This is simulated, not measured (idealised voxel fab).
Module name: voxel self aligned vias (process module)
Each square cell in cross-section cut measures 5 nm, and the section as a whole is 270 nm wide.
Just so we're on the same page, the cross-sections are grids of square cells, and they're listed out in bands top to bottom, each band one or more rows deep. First you get the band's top height and its bottom height, in nm, and then the materials it's made of, left to right, with each width in nm. If you see a single material with "full width", that one covers the band edge to edge. "air" is empty space. All heights in this document are referenced to 0, defined as the level beneath which the wafer, as received, consists entirely of one material. The lowest band is not bounded below; it extends indefinitely downward and is written in the form "top 0, no bottom". A width such as "30..40" changes by the same amount from each row of cells to the next, from the band's top row to its bottom row. Step marked "nothing was modified"? Then no cell in the cross-section changed in it. Enclosed internal voids: empty space of 8 cells or more with no open way to the top, each as width x height at its distance from the left edge, in nm. Formally, on a step line, whatever follows the settings is a remark that the simulator itself makes on the step. "overlay nm", when on a step's line for a step with a mask, measures how far to the right of its planned place the mask lay; a negative measure means to the left.

THE PLANNED PROCESS STEPS ARE ENUMERATED HEREUNDER
1) op RECEIVE | material Si
2) op CONFORMAL_DEP | material SiO2 | thk nm 15
3) op CONFORMAL_DEP | material SiCN | thk nm 5
4) op DIRECTIONAL_DEP | material SiO2 | thk nm 25
5) op DIRECTIONAL_DEP | material aC | thk nm 15
6) op PATTERN | tone open | mask id LINES | material resist | width nm 25 | pitch nm 65 | thk nm 35 | overlay nm 0
7) op DIRECTIONAL_ETCH | etch materials aC | depth nm 15
8) op STRIP | etch materials resist
9) op DIRECTIONAL_ETCH | etch materials SiO2 | depth nm 15
10) op STRIP | etch materials aC
11) op CONFORMAL_DEP | material TiN | thk nm 5
12) op FILL_DEP | material W | thk nm 10
13) op CMP | height nm 45
14) op SELECTIVE_ETCH | etch materials W Ru TiN | depth nm 10
15) op FILL_DEP | material SiN | thk nm 10
16) op CMP | height nm 45
17) op DIRECTIONAL_DEP | material SiO2 | thk nm 20
18) op DIRECTIONAL_DEP | material aC | thk nm 15
19) op PATTERN | tone open | mask id VIAS | material resist | width nm 35 | pitch nm 65 | thk nm 35 | overlay nm 0
20) op DIRECTIONAL_ETCH | etch materials aC | depth nm 15
21) op STRIP | etch materials resist
22) op DIRECTIONAL_ETCH | etch materials SiO2 | depth nm 20
23) op DIRECTIONAL_ETCH | etch materials SiN | depth nm 10
24) op STRIP | etch materials aC
25) op CONFORMAL_DEP | material TiN | thk nm 5
26) op FILL_DEP | material W | thk nm 10
27) op CMP | height nm 65
28) op CONFORMAL_DEP | material SiN | thk nm 5
The wafers in this document start out alike and differ in the depth nm applied at step 9; the plan shows the value used for the first wafer.

CROSS-SECTION OF THE FIRST OF SEVERAL WAFERS ON RECEIPT, REFLECTING COMPLETION OF STEP 1
  top 0, no bottom | Si full width
  Enclosed internal voids: none

SHOWN IN CROSS-SECTION: THE FIRST OF SEVERAL WAFERS AT THE END OF THE MODULE, AFTER ITS LAST STEP, STEP 28
  top 70, bottom 65 | SiN full width
  top 65, bottom 50 | SiO2 (85)  TiN (5)  W (25)  TiN (5)  SiO2 (30)  TiN (5)  W (25)  TiN (5)  SiO2 (85)
  top 50, bottom 40 | SiO2 (85..90)  TiN (10..5)  W (15)  TiN (10..5)  SiO2 (30..40)  TiN (10..5)  W (15)  TiN (10..5)  SiO2 (85..90)
  top 40, bottom 30 | SiO2 (90)  TiN (25)  SiO2 (40)  TiN (25)  SiO2 (90)
  top 30, bottom 20 | SiO2 full width
  top 20, bottom 15 | SiCN full width
  top 15, bottom 0 | SiO2 full width
  top 0, no bottom | Si full width
  Enclosed internal voids: none

END OF MODULE, LAST WAFER SECTIONED
  top 70, bottom 65 | SiN full width
  top 65, bottom 50 | SiO2 (85)  TiN (5)  W (25)  TiN (5)  SiO2 (30)  TiN (5)  W (25)  TiN (5)  SiO2 (85)
  top 50, bottom 40 | SiO2 (85..90)  TiN (10..5)  W (15)  TiN (10..5)  SiO2 (30..40)  TiN (10..5)  W (15)  TiN (10..5)  SiO2 (85..90)
  top 40, bottom 35 | SiO2 (90)  TiN (25)  SiO2 (40)  TiN (25)  SiO2 (90)
  top 35, bottom 25 | SiO2 (90)  TiN (5)  W (15)  TiN (5)  SiO2 (40)  TiN (5)  W (15)  TiN (5)  SiO2 (90)
  top 25, bottom 20 | SiO2 (90)  TiN (25)  SiO2 (40)  TiN (25)  SiO2 (90)
  top 20, bottom 15 | SiCN full width
  top 15, bottom 0 | SiO2 full width
  top 0, no bottom | Si full width
  Enclosed internal voids: none

WHERE EACH WAFER STANDS AT THE END OF THE MODULE, A ROW APIECE: CELLS OF EACH MATERIAL GAINED (+) OR LOST (-) SINCE IT WAS RECEIVED, THEN CLOSED VOIDS
depth nm 15, +54 SiCN, +54 SiN, +562 SiO2, +44 TiN, +42 W, Enclosed internal voids: none
depth nm 20, +54 SiCN, +54 SiN, +552 SiO2, +48 TiN, +48 W, Enclosed internal voids: none
depth nm 25, +54 SiCN, +54 SiN, +542 SiO2, +52 TiN, +54 W, Enclosed internal voids: none
depth nm 30, +54 SiCN, +54 SiN, +542 SiO2, +52 TiN, +54 W, Enclosed internal voids: none
depth nm 35, +54 SiCN, +54 SiN, +542 SiO2, +52 TiN, +54 W, Enclosed internal voids: none
depth nm 40, +54 SiCN, +54 SiN, +542 SiO2, +52 TiN, +54 W, Enclosed internal voids: none
